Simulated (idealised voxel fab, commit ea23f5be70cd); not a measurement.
Name of the process module below: voxel air gaps
250 nm wide, 5 nm square cells: that's cross-section cut.
When this document writes out a cross-section, it uses a grid of square cells and lists it as bands, beginning at the top and moving down, with a band standing for one or more rows of cells. Quick guide to a band line: top height, bottom height (nm) up front; then every material left to right with its width in nm. Only one material and it's marked "edge to edge"? Then it fills the band edge to edge. And "blank" just means empty space. Height datum 0, below which the as-received substrate wafer is one material. Lowest band open at the bottom, running downward: "0 nm and below". A two-number width, for instance "30 to 40", indicates that the width is equal to the first number in the top row of the band and to the second number in the bottom row, and that it changes by a constant amount per row of cells. "nothing different" after a step means that no cell of the cross-section changed. Each empty space that has no open way to the top and spans at least 8 cells appears under "Fully sealed cavities" as width x height at distance, the distance counted from the left edge, all in nm. Past the settings on a step's line: simulator remark, on that step. If you see "overlay nm" on a step's line and that step has a mask, it's telling you how far right of where it was planned the mask ended up; a negative number means it went left instead.

-- List of planned process steps
step 1: RECEIVE,material Si
step 2: CONFORMAL_DEP,material SiO2,thk nm 15
step 3: CONFORMAL_DEP,material SiCN,thk nm 5
step 4: DIRECTIONAL_DEP,material SiO2,thk nm 30
step 5: MASKED_ETCH,tone open,mask id LINES,width nm 20,pitch nm 50,etch materials SiO2,depth nm 30,overlay nm 0
step 6: CONFORMAL_DEP,material TiN,thk nm 5
step 7: FILL_DEP,material W,thk nm 10
step 8: CMP,height nm 50
step 9: EPI,material Ru,thk nm 10
step 10: SELECTIVE_ETCH,etch materials SiO2,depth nm 40
step 11: CONFORMAL_DEP,material SiCN,thk nm 5

-- The following pertains to the first of two wafers, which was processed as planned

-- Wafer cross-section on receipt, i.e. after step 1
	0 nm and below  Si edge to edge
	Fully sealed cavities: none

-- Cross-sectional representation of the wafer at the conclusion of step 2
	15 nm to 0 nm  SiO2 edge to edge
	Below 0, the layers are the same as they were.

-- Cross-sectional representation of the wafer at the conclusion of step 3
	20 nm to 15 nm  SiCN edge to edge
	Below 15, the layers are the same as they were.

-- Cross-sectional representation of the wafer at the conclusion of step 4
	50 nm to 20 nm  SiO2 edge to edge
	Below 20, the layers are the same as they were.

-- Cross-sectional representation of the wafer at the conclusion of step 5
	50 nm to 20 nm  SiO2: 40, blank: 20, SiO2: 30, blank: 20, SiO2: 30, blank: 20, SiO2: 30, blank: 20, SiO2: 40
	Below 20, the layers are the same as they were.

-- Cross-sectional representation of the wafer at the conclusion of step 6
	55 nm to 50 nm  TiN: 45, blank: 10, TiN: 40, blank: 10, TiN: 40, blank: 10, TiN: 40, blank: 10, TiN: 45
	50 nm to 25 nm  SiO2: 40, TiN: 5, blank: 10, TiN: 5, SiO2: 30, TiN: 5, blank: 10, TiN: 5, SiO2: 30, TiN: 5, blank: 10, TiN: 5, SiO2: 30, TiN: 5, blank: 10, TiN: 5, SiO2: 40
	25 nm to 20 nm  SiO2: 40, TiN: 20, SiO2: 30, TiN: 20, SiO2: 30, TiN: 20, SiO2: 30, TiN: 20, SiO2: 40
	Below 20, the layers are the same as they were.

-- Cross-sectional representation of the wafer at the conclusion of step 7
	65 nm to 55 nm  W edge to edge
	55 nm to 50 nm  TiN: 45, W: 10, TiN: 40, W: 10, TiN: 40, W: 10, TiN: 40, W: 10, TiN: 45
	50 nm to 25 nm  SiO2: 40, TiN: 5, W: 10, TiN: 5, SiO2: 30, TiN: 5, W: 10, TiN: 5, SiO2: 30, TiN: 5, W: 10, TiN: 5, SiO2: 30, TiN: 5, W: 10, TiN: 5, SiO2: 40
	Below 25, the layers are the same as they were.

-- Cross-sectional representation of the wafer at the conclusion of step 8
	50 nm to 25 nm  SiO2: 40, TiN: 5, W: 10, TiN: 5, SiO2: 30, TiN: 5, W: 10, TiN: 5, SiO2: 30, TiN: 5, W: 10, TiN: 5, SiO2: 30, TiN: 5, W: 10, TiN: 5, SiO2: 40
	Below 25, the layers are the same as they were.

-- Cross-sectional representation of the wafer at the conclusion of step 9
	60 nm to 50 nm  blank: 30, Ru: 40, blank: 10, Ru: 40, blank: 10, Ru: 40, blank: 10, Ru: 40, blank: 30
	Below 50, the layers are the same as they were.

-- Cross-sectional representation of the wafer at the conclusion of step 10
	60 nm to 50 nm  blank: 30, Ru: 40, blank: 10, Ru: 40, blank: 10, Ru: 40, blank: 10, Ru: 40, blank: 30
	50 nm to 25 nm  blank: 40, TiN: 5, W: 10, TiN: 5, blank: 30, TiN: 5, W: 10, TiN: 5, blank: 30, TiN: 5, W: 10, TiN: 5, blank: 30, TiN: 5, W: 10, TiN: 5, blank: 40
	25 nm to 20 nm  blank: 40, TiN: 20, blank: 30, TiN: 20, blank: 30, TiN: 20, blank: 30, TiN: 20, blank: 40
	Below 20, the layers are the same as they were.

-- Cross-sectional representation of the wafer at the conclusion of step 11
	65 nm to 60 nm  blank: 25, SiCN: 200, blank: 25
	60 nm to 50 nm  blank: 25, SiCN: 5, Ru: 40, SiCN: 10, Ru: 40, SiCN: 10, Ru: 40, SiCN: 10, Ru: 40, SiCN: 5, blank: 25
	50 nm to 45 nm  blank: 25, SiCN: 15, TiN: 5, W: 10, TiN: 5, SiCN: 30, TiN: 5, W: 10, TiN: 5, SiCN: 30, TiN: 5, W: 10, TiN: 5, SiCN: 30, TiN: 5, W: 10, TiN: 5, SiCN: 15, blank: 25
	45 nm to 25 nm  blank: 35, SiCN: 5, TiN: 5, W: 10, TiN: 5, SiCN: 5, blank: 20, SiCN: 5, TiN: 5, W: 10, TiN: 5, SiCN: 5, blank: 20, SiCN: 5, TiN: 5, W: 10, TiN: 5, SiCN: 5, blank: 20, SiCN: 5, TiN: 5, W: 10, TiN: 5, SiCN: 5, blank: 35
	25 nm to 20 nm  SiCN: 40, TiN: 20, SiCN: 30, TiN: 20, SiCN: 30, TiN: 20, SiCN: 30, TiN: 20, SiCN: 40
	Below 20, the layers are the same as they were.
	Fully sealed cavities: 20 x 20 at 65; 20 x 20 at 115; 20 x 20 at 165

-- Second Wafer (Identical Start and Plan, One Processing Error; Matches First Wafer Through Step 4)

-- The second wafer cut through, at the time step 5 was supposed to be finished
	50 nm to 20 nm  SiO2: 45, blank: 20, SiO2: 30, blank: 20, SiO2: 30, blank: 20, SiO2: 30, blank: 20, SiO2: 35
	Below 20, the layers are the same as they were.

-- The second wafer cut through, at the time step 6 was supposed to be finished
	55 nm to 50 nm  TiN: 50, blank: 10, TiN: 40, blank: 10, TiN: 40, blank: 10, TiN: 40, blank: 10, TiN: 40
	50 nm to 25 nm  SiO2: 45, TiN: 5, blank: 10, TiN: 5, SiO2: 30, TiN: 5, blank: 10, TiN: 5, SiO2: 30, TiN: 5, blank: 10, TiN: 5, SiO2: 30, TiN: 5, blank: 10, TiN: 5, SiO2: 35
	25 nm to 20 nm  SiO2: 45, TiN: 20, SiO2: 30, TiN: 20, SiO2: 30, TiN: 20, SiO2: 30, TiN: 20, SiO2: 35
	Below 20, the layers are the same as they were.

-- The second wafer cut through, at the time step 7 was supposed to be finished
	65 nm to 55 nm  W edge to edge
	55 nm to 50 nm  TiN: 50, W: 10, TiN: 40, W: 10, TiN: 40, W: 10, TiN: 40, W: 10, TiN: 40
	50 nm to 25 nm  SiO2: 45, TiN: 5, W: 10, TiN: 5, SiO2: 30, TiN: 5, W: 10, TiN: 5, SiO2: 30, TiN: 5, W: 10, TiN: 5, SiO2: 30, TiN: 5, W: 10, TiN: 5, SiO2: 35
	Below 25, the layers are the same as they were.

-- The second wafer cut through, at the time step 8 was supposed to be finished
	50 nm to 25 nm  SiO2: 45, TiN: 5, W: 10, TiN: 5, SiO2: 30, TiN: 5, W: 10, TiN: 5, SiO2: 30, TiN: 5, W: 10, TiN: 5, SiO2: 30, TiN: 5, W: 10, TiN: 5, SiO2: 35
	Below 25, the layers are the same as they were.

-- The second wafer cut through, at the time step 9 was supposed to be finished
	60 nm to 50 nm  blank: 35, Ru: 40, blank: 10, Ru: 40, blank: 10, Ru: 40, blank: 10, Ru: 40, blank: 25
	Below 50, the layers are the same as they were.

-- The second wafer cut through, at the time step 10 was supposed to be finished
	60 nm to 50 nm  blank: 35, Ru: 40, blank: 10, Ru: 40, blank: 10, Ru: 40, blank: 10, Ru: 40, blank: 25
	50 nm to 25 nm  blank: 45, TiN: 5, W: 10, TiN: 5, blank: 30, TiN: 5, W: 10, TiN: 5, blank: 30, TiN: 5, W: 10, TiN: 5, blank: 30, TiN: 5, W: 10, TiN: 5, blank: 35
	25 nm to 20 nm  blank: 45, TiN: 20, blank: 30, TiN: 20, blank: 30, TiN: 20, blank: 30, TiN: 20, blank: 35
	Below 20, the layers are the same as they were.

-- The second wafer cut through, at the time step 11 was supposed to be finished
	65 nm to 60 nm  blank: 30, SiCN: 200, blank: 20
	60 nm to 50 nm  blank: 30, SiCN: 5, Ru: 40, SiCN: 10, Ru: 40, SiCN: 10, Ru: 40, SiCN: 10, Ru: 40, SiCN: 5, blank: 20
	50 nm to 45 nm  blank: 30, SiCN: 15, TiN: 5, W: 10, TiN: 5, SiCN: 30, TiN: 5, W: 10, TiN: 5, SiCN: 30, TiN: 5, W: 10, TiN: 5, SiCN: 30, TiN: 5, W: 10, TiN: 5, SiCN: 15, blank: 20
	45 nm to 25 nm  blank: 40, SiCN: 5, TiN: 5, W: 10, TiN: 5, SiCN: 5, blank: 20, SiCN: 5, TiN: 5, W: 10, TiN: 5, SiCN: 5, blank: 20, SiCN: 5, TiN: 5, W: 10, TiN: 5, SiCN: 5, blank: 20, SiCN: 5, TiN: 5, W: 10, TiN: 5, SiCN: 5, blank: 30
	25 nm to 20 nm  SiCN: 45, TiN: 20, SiCN: 30, TiN: 20, SiCN: 30, TiN: 20, SiCN: 30, TiN: 20, SiCN: 35
	Below 20, the layers are the same as they were.
	Fully sealed cavities: 20 x 20 at 70; 20 x 20 at 120; 20 x 20 at 170
Where did the run depart from the plan? not per plan at step 5, really ran MASKED_ETCH,tone open,mask id LINES,width nm 20,pitch nm 50,etch materials SiO2,depth nm 30,overlay nm 5
Upon completion, the cell count for each material on the second wafer equals that on the first, whereas the spatial distribution of those cells differs.
